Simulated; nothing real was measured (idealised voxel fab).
process module | voxel transistor to metal
cross-section cut | 200 nm wide | cells 5 nm
A cross-section is a grid of square cells, given in bands from the top down. A band is one or more rows of cells.
Each band's line starts with the height of the band's top and of its bottom, in nm. Then come its materials from left to right, each with its width in nm. One material with "throughout" fills the band from edge to edge. "air" is empty space.
Height 0 is the level under which the wafer as received is all one material. The lowest band goes on downwards, as in "0 down".
A width such as "30 to 40" changes by the same amount from each row of cells to the next, from the band's top row to its bottom row.
"no change" after a step means that no cell of the cross-section changed.
closed voids: empty space of 8 cells or more with no open way to the top, each as width x height at its distance from the left edge, in nm
after a step's settings: what the simulator itself notes on the step
overlay nm, on a step with a mask: how far to the right of its planned place the mask lay; to the left if negative
plan
1 op RECEIVE | material Si
2 op CONFORMAL_DEP | material SiO2 | thk nm 5
3 op CONFORMAL_DEP | material SiN | thk nm 10
4 op MASKED_ETCH | tone cover | mask id ACTIVE | width nm 115 | etch materials SiN | depth nm 10 | overlay nm 0
5 op MASKED_ETCH | tone cover | mask id ACTIVE | width nm 115 | etch materials SiO2 | depth nm 5 | overlay nm 0
6 op MASKED_ETCH | tone cover | mask id ACTIVE | width nm 115 | etch materials Si | depth nm 35 | overlay nm 0
7 op FILL_DEP | material SiO2 | thk nm 10
8 op CMP | height nm 15
9 op SELECTIVE_ETCH | etch materials SiO2 | depth nm 10
10 op STRIP | etch materials SiN
11 op SELECTIVE_ETCH | etch materials SiO2 | depth nm 5
12 op OXIDIZE | depth nm 5
13 op DIRECTIONAL_DEP | material polySi | thk nm 25
14 op DIRECTIONAL_DEP | material SiCN | thk nm 15
15 op PATTERN | tone cover | mask id GATE | material resist | width nm 35 | thk nm 20 | overlay nm 0
16 op DIRECTIONAL_ETCH | etch materials SiCN | depth nm 25
17 op DIRECTIONAL_ETCH | etch materials polySi | depth nm 35
18 op STRIP | etch materials resist
19 op CONFORMAL_DEP | material SiN | thk nm 5
20 op DIRECTIONAL_ETCH | etch materials SiN | depth nm 5
21 op DIRECTIONAL_ETCH | etch materials SiO2 | depth nm 5
22 op EPI | material nSi | thk nm 5
23 op FILL_DEP | material SiO2 | thk nm 5
24 op CMP | height nm 25
25 op STRIP | etch materials polySi
26 op SELECTIVE_ETCH | etch materials SiO2 | depth nm 5
27 op CONFORMAL_DEP | material HfO2 | thk nm 5
28 op CONFORMAL_DEP | material TiN | thk nm 5
29 op FILL_DEP | material W | thk nm 5
30 op CMP | height nm 20
31 op DIRECTIONAL_DEP | material SiO2 | thk nm 15
32 op DIRECTIONAL_DEP | material aC | thk nm 10
33 op PATTERN | tone open | mask id CONTACT | material resist | width nm 15 | pitch nm 90 | thk nm 25 | overlay nm 0
34 op DIRECTIONAL_ETCH | etch materials aC | depth nm 10
35 op STRIP | etch materials resist
36 op DIRECTIONAL_ETCH | etch materials SiO2 | depth nm 35
37 op STRIP | etch materials aC
38 op CONFORMAL_DEP | material TiN | thk nm 5
39 op FILL_DEP | material W | thk nm 5
40 op CMP | height nm 35
41 op CONFORMAL_DEP | material SiCN | thk nm 5
42 op DIRECTIONAL_DEP | material SiO2 | thk nm 25
43 op DIRECTIONAL_DEP | material aC | thk nm 15
44 op PATTERN | tone open | mask id METAL_1 | material resist | width nm 15 | pitch nm 90 | thk nm 30 | overlay nm -15
45 op DIRECTIONAL_ETCH | etch materials aC | depth nm 15
46 op STRIP | etch materials resist
47 op DIRECTIONAL_ETCH | etch materials SiO2 | depth nm 25
48 op DIRECTIONAL_ETCH | etch materials SiCN | depth nm 5
49 op STRIP | etch materials aC
50 op CONFORMAL_DEP | material TiN | thk nm 5
51 op FILL_DEP | material Cu | thk nm 5
52 op CMP | height nm 65
53 op CONFORMAL_DEP | material SiCN | thk nm 5
54 op DIRECTIONAL_DEP | material SiO2 | thk nm 30
55 op PATTERN | tone open | mask id METAL_2 | material resist | width nm 15 | pitch nm 90 | thk nm 20 | overlay nm 0
56 op DIRECTIONAL_ETCH | etch materials SiO2 | depth nm 20
57 op STRIP | etch materials resist
58 op MASKED_ETCH | tone open | mask id METAL_2_HOLES | width nm 15 | pitch nm 90 | etch materials SiO2 | depth nm 10 | overlay nm 0
59 op MASKED_ETCH | tone open | mask id METAL_2_HOLES | width nm 15 | pitch nm 90 | etch materials SiCN | depth nm 5 | overlay nm 0
60 op CONFORMAL_DEP | material TiN | thk nm 5
61 op FILL_DEP | material Ru | thk nm 10
62 op CMP | height nm 100
63 op CONFORMAL_DEP | material SiCN | thk nm 5
varied across the wafers: overlay nm of step 44. The plan shows the first wafer's value. All wafers start alike
first wafer as received, after step 1
  0 down: Si throughout
  closed voids: none
first wafer at the end, after step 63
  105 to 100: SiCN throughout
  100 to 70: SiO2 45 | TiN 5 | Ru 5 | TiN 5 | SiO2 75 | TiN 5 | Ru 5 | TiN 5 | SiO2 50
  70 to 65: SiCN 45 | TiN 15 | SiCN 75 | TiN 15 | SiCN 50
  65 to 40: SiO2 30 | TiN 5 | Cu 5 | TiN 5 | SiO2 75 | TiN 5 | Cu 5 | TiN 5 | SiO2 65
  40 to 35: SiCN 30 | TiN 15 | SiCN 75 | TiN 15 | SiCN 65
  35 to 20: SiO2 45 | TiN 5 | W 5 | TiN 5 | SiO2 75 | TiN 5 | W 5 | TiN 5 | SiO2 50
  20 to 5: SiO2 45 | TiN 5 | W 5 | TiN 5 | SiO2 15 | SiN 5 | HfO2 5 | TiN 5 | W 15 | TiN 5 | HfO2 5 | SiN 5 | SiO2 15 | TiN 5 | W 5 | TiN 5 | SiO2 50
  5 to 0: SiO2 45 | TiN 15 | SiO2 15 | SiN 5 | HfO2 5 | TiN 25 | HfO2 5 | SiN 5 | SiO2 15 | TiN 15 | SiO2 50
  0 to -5: SiO2 35 | nSi 40 | HfO2 45 | nSi 40 | SiO2 40
  -5 to -35: SiO2 40 | Si 115 | SiO2 45
  -35 down: Si throughout
  closed voids: none
last wafer at the end
  105 to 100: SiCN throughout
  100 to 70: SiO2 45 | TiN 5 | Ru 5 | TiN 5 | SiO2 75 | TiN 5 | Ru 5 | TiN 5 | SiO2 50
  70 to 65: SiCN 45 | TiN 15 | SiCN 75 | TiN 15 | SiCN 50
  65 to 40: SiO2 60 | TiN 5 | Cu 5 | TiN 5 | SiO2 75 | TiN 5 | Cu 5 | TiN 5 | SiO2 35
  40 to 35: SiCN 60 | TiN 15 | SiCN 75 | TiN 15 | SiCN 35
  35 to 20: SiO2 45 | TiN 5 | W 5 | TiN 5 | SiO2 75 | TiN 5 | W 5 | TiN 5 | SiO2 50
  20 to 5: SiO2 45 | TiN 5 | W 5 | TiN 5 | SiO2 15 | SiN 5 | HfO2 5 | TiN 5 | W 15 | TiN 5 | HfO2 5 | SiN 5 | SiO2 15 | TiN 5 | W 5 | TiN 5 | SiO2 50
  5 to 0: SiO2 45 | TiN 15 | SiO2 15 | SiN 5 | HfO2 5 | TiN 25 | HfO2 5 | SiN 5 | SiO2 15 | TiN 15 | SiO2 50
  0 to -5: SiO2 35 | nSi 40 | HfO2 45 | nSi 40 | SiO2 40
  -5 to -35: SiO2 40 | Si 115 | SiO2 45
  -35 down: Si throughout
  closed voids: none
each wafer at the end: cells of each material gained (+) or lost (-) since it was received, then its closed voids
overlay nm -15 | +10 Cu | +17 HfO2 | +12 Ru | -142 Si | +108 SiCN | +8 SiN | +693 SiO2 | +97 TiN | +21 W | +16 nSi | closed voids: none
overlay nm -10 | +10 Cu | +17 HfO2 | +12 Ru | -142 Si | +108 SiCN | +8 SiN | +693 SiO2 | +97 TiN | +21 W | +16 nSi | closed voids: none
overlay nm -5 | +10 Cu | +17 HfO2 | +12 Ru | -142 Si | +108 SiCN | +8 SiN | +693 SiO2 | +97 TiN | +21 W | +16 nSi | closed voids: none
overlay nm 0 | +10 Cu | +17 HfO2 | +12 Ru | -142 Si | +108 SiCN | +8 SiN | +693 SiO2 | +97 TiN | +21 W | +16 nSi | closed voids: none
overlay nm 5 | +10 Cu | +17 HfO2 | +12 Ru | -142 Si | +108 SiCN | +8 SiN | +693 SiO2 | +97 TiN | +21 W | +16 nSi | closed voids: none
overlay nm 10 | +10 Cu | +17 HfO2 | +12 Ru | -142 Si | +108 SiCN | +8 SiN | +693 SiO2 | +97 TiN | +21 W | +16 nSi | closed voids: none
overlay nm 15 | +10 Cu | +17 HfO2 | +12 Ru | -142 Si | +108 SiCN | +8 SiN | +693 SiO2 | +97 TiN | +21 W | +16 nSi | closed voids: none
